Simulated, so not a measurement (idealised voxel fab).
Process module in this document: voxel gate over fins
Section cut is 235 nm wide and gridded with 5 nm square cells.
The cross-sections in this document take the form of a grid made of square cells. They are written out as bands, in order from top to bottom. Each band consists of one or more rows of cells. Top, bottom (nm), then materials left to right with widths (nm); lone material tagged "all across" fills the whole band edge to edge; "air" = empty space. Note: height 0 marks the level under which the wafer is uniformly one material as received. Lowest band unbounded below, written "from 0 down". Width "30->40": first value at the band's top row of cells, second value at its bottom row, equal change from row to row. The cross-section has no changed cell in any step marked "no alterations made". "Completely enclosed voids" - sealed voids, min. 8 cells, no opening to top; format: width x height at distance (distance from left edge; nm throughout). Whatever follows a step's settings on its line is a remark the simulator itself makes about that step. "overlay nm", when on a step's line for a step with a mask, measures how far to the right of its planned place the mask lay; a negative measure means to the left.

The steps planned for the process are as follows:
| 1 | RECEIVE (material Si) |
| 2 | CONFORMAL_DEP (material SiN; thk nm 10) |
| 3 | DIRECTIONAL_DEP (material aC; thk nm 15) |
| 4 | PATTERN (tone cover; mask id FINS; material resist; width nm 15; pitch nm 45; thk nm 35; overlay nm 0) |
| 5 | DIRECTIONAL_ETCH (etch materials aC; depth nm 15) |
| 6 | STRIP (etch materials resist) |
| 7 | DIRECTIONAL_ETCH (etch materials SiN; depth nm 10) |
| 8 | DIRECTIONAL_ETCH (etch materials Si; depth nm 40) |
| 9 | STRIP (etch materials aC) |
| 10 | OXIDIZE (depth nm 5) |
| 11 | FILL_DEP (material SiO2; thk nm 5) |
| 12 | CMP (height nm 10) |
| 13 | SELECTIVE_ETCH (etch materials SiO2; depth nm 20) |
| 14 | STRIP (etch materials SiN) |
| 15 | CONFORMAL_DEP (material HfO2; thk nm 5) |
| 16 | CONFORMAL_DEP (material TiN; thk nm 5) |
| 17 | FILL_DEP (material W; thk nm 10) |
| 18 | CMP (height nm 15) |
| 19 | CONFORMAL_DEP (material SiN; thk nm 10) |

Delivered wafer in cross-section: state after step 1:
from 0 down = Si all across
Completely enclosed voids: none

Cross-sectional result after module completion. Note: starting condition and plan are unchanged from above; one processing mistake was made:
from 25 to 15 = SiN all across
from 15 to 10 = W all across
from 10 to 5 = TiN: 90, then W: 5, then TiN: 40, then W: 5, then TiN: 95
from 5 to 0 = HfO2: 85, then TiN: 5, then W: 5, then TiN: 5, then HfO2: 30, then TiN: 5, then W: 5, then TiN: 5, then HfO2: 90
from 0 to -5 = Si: 80, then HfO2: 5, then TiN: 15, then HfO2: 5, then Si: 20, then HfO2: 5, then TiN: 15, then HfO2: 5, then Si: 85
from -5 to -10 = Si: 80, then HfO2: 25, then Si: 20, then HfO2: 25, then Si: 85
from -10 to -45 = Si: 80, then SiO2: 25, then Si: 20, then SiO2: 25, then Si: 85
from -45 down = Si all across
Completely enclosed voids: none
Here's what went sideways: step 4 deviated from plan and actually ran as PATTERN (tone open; mask id FINS; material resist; width nm 15; pitch nm 45; thk nm 35; overlay nm 0)
